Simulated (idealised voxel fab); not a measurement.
Name of the process module below: voxel capacitor over wiring
The cross-section shown here is cut; it is 260 nm wide and divided into square cells measuring 5 nm on a side.
Cross-section layout: square cells on a grid; listed as bands, top to bottom; a band spans one or more cell rows.
What a band's entry tells you: where the top is and where the bottom is, as heights in nm, and after that what lies inside, material by material from left to right, each with its width in nm. Empty space is written as the word "empty", and a single material marked with the word "full width" occupies the band from edge to edge.
Note: height 0 marks the level under which the wafer is uniformly one material as received. Lowest band unbounded below, written "top 0, no bottom".
When a width is written as two numbers, as in "30..40", the first number is the width in the top row of cells of the band and the second is the width in its bottom row, and the width changes by the same amount from each row to the next.
It should be understood that the words "remained the same", when stated for a given step, signify that the cross-section underwent no change in any of its cells during that step.
Closed empty spaces (no open way to the top) of 8 cells or more are what "Fully closed voids" lists, each as width x height at distance from the left edge, nm for all three.
That trailing text on a step's line, after the settings, is the simulator's own remark on the step.
overlay nm: right-of-plan distance of the mask on a masked step; negative values mean left-of-plan.

[List of planned process steps]
- 1: RECEIVE: material Si
- 2: CONFORMAL_DEP: material SiO2, thk nm 15
- 3: DIRECTIONAL_DEP: material TiN, thk nm 5
- 4: DIRECTIONAL_DEP: material Ru, thk nm 25
- 5: PATTERN: tone cover, mask id METAL_1, material resist, width nm 25, pitch nm 95, thk nm 15, overlay nm 0
- 6: DIRECTIONAL_ETCH: etch materials Ru, depth nm 25
- 7: DIRECTIONAL_ETCH: etch materials TiN, depth nm 5
- 8: STRIP: etch materials resist
- 9: FILL_DEP: material SiO2, thk nm 5
- 10: CMP: height nm 45
- 11: CONFORMAL_DEP: material SiCN, thk nm 5
- 12: DIRECTIONAL_DEP: material SiO2, thk nm 10
- 13: DIRECTIONAL_DEP: material aC, thk nm 10
- 14: PATTERN: tone open, mask id PLUG_1, material resist, width nm 15, thk nm 25, overlay nm 0
- 15: DIRECTIONAL_ETCH: etch materials aC, depth nm 10
- 16: STRIP: etch materials resist
- 17: DIRECTIONAL_ETCH: etch materials SiO2, depth nm 10
- 18: DIRECTIONAL_ETCH: etch materials SiCN, depth nm 5
- 19: STRIP: etch materials aC
- 20: EPI: material Ru, thk nm 10
- 21: EPI: material Ru, thk nm 5
- 22: DIRECTIONAL_DEP: material TiN, thk nm 5
- 23: DIRECTIONAL_DEP: material Al2O3, thk nm 5
- 24: DIRECTIONAL_DEP: material TiN, thk nm 5
- 25: MASKED_ETCH: tone cover, mask id UPPER_PLATE, width nm 75, etch materials TiN, depth nm 5, overlay nm 0
- 26: MASKED_ETCH: tone cover, mask id UPPER_PLATE, width nm 75, etch materials Al2O3, depth nm 5, overlay nm 0
- 27: DIRECTIONAL_DEP: material aC, thk nm 15
- 28: PATTERN: tone cover, mask id LOWER_PLATE, material resist, width nm 85, thk nm 30, overlay nm 0
- 29: DIRECTIONAL_ETCH: etch materials aC, depth nm 15
- 30: STRIP: etch materials resist
- 31: DIRECTIONAL_ETCH: etch materials TiN, depth nm 5
- 32: STRIP: etch materials aC
- 33: FILL_DEP: material SiO2, thk nm 15
- 34: CMP: height nm 85
- 35: MASKED_ETCH: tone open, mask id PLUG_2, width nm 15, etch materials SiO2, depth nm 10, overlay nm 0
- 36: CONFORMAL_DEP: material TiN, thk nm 5
- 37: FILL_DEP: material W, thk nm 5
- 38: CMP: height nm 85
- 39: CONFORMAL_DEP: material SiN, thk nm 5

[So this is the incoming wafer in cross-section - it's already been through step 1]
  top 0, no bottom  Si full width
  Fully closed voids: none

[Cross-section taken at module completion on the first of two wafers; processed per the plan]
  top 90, bottom 85  SiN full width
  top 85, bottom 80  90 SiO2; 5 TiN; 5 W; 5 TiN; 155 SiO2
  top 80, bottom 70  90..80 SiO2; 15..75 TiN; 155..105 SiO2
  top 70, bottom 65  80 SiO2; 75 Al2O3; 105 SiO2
  top 65, bottom 60  75 SiO2; 85 TiN; 100 SiO2
  top 60, bottom 50  80 SiO2; 15 Ru; 165 SiO2
  top 50, bottom 45  80 SiCN; 15 Ru; 165 SiCN
  top 45, bottom 20  70 SiO2; 25 Ru; 70 SiO2; 25 Ru; 70 SiO2
  top 20, bottom 15  70 SiO2; 25 TiN; 70 SiO2; 25 TiN; 70 SiO2
  top 15, bottom 0  SiO2 full width
  top 0, no bottom  Si full width
  Fully closed voids: none

[Second of two wafers, module complete, sectioned: it shares the first wafer's start and plan but was run with one mistake]
  top 90, bottom 85  SiN full width
  top 85, bottom 80  W full width
  top 80, bottom 75  TiN full width
  top 75, bottom 70  80 SiO2; 75 TiN; 105 SiO2
  top 70, bottom 65  80 SiO2; 75 Al2O3; 105 SiO2
  top 65, bottom 60  75 SiO2; 85 TiN; 100 SiO2
  top 60, bottom 50  80 SiO2; 15 Ru; 165 SiO2
  top 50, bottom 45  80 SiCN; 15 Ru; 165 SiCN
  top 45, bottom 20  70 SiO2; 25 Ru; 70 SiO2; 25 Ru; 70 SiO2
  top 20, bottom 15  70 SiO2; 25 TiN; 70 SiO2; 25 TiN; 70 SiO2
  top 15, bottom 0  SiO2 full width
  top 0, no bottom  Si full width
  Fully closed voids: none
So what did we get wrong on this run? step 34 went in with a setting other than planned; the actual run was CMP: height nm 75
Cell-count delta at end, second wafer over first, by material: 98 fewer of SiO2; 47 more of TiN; 51 more of W
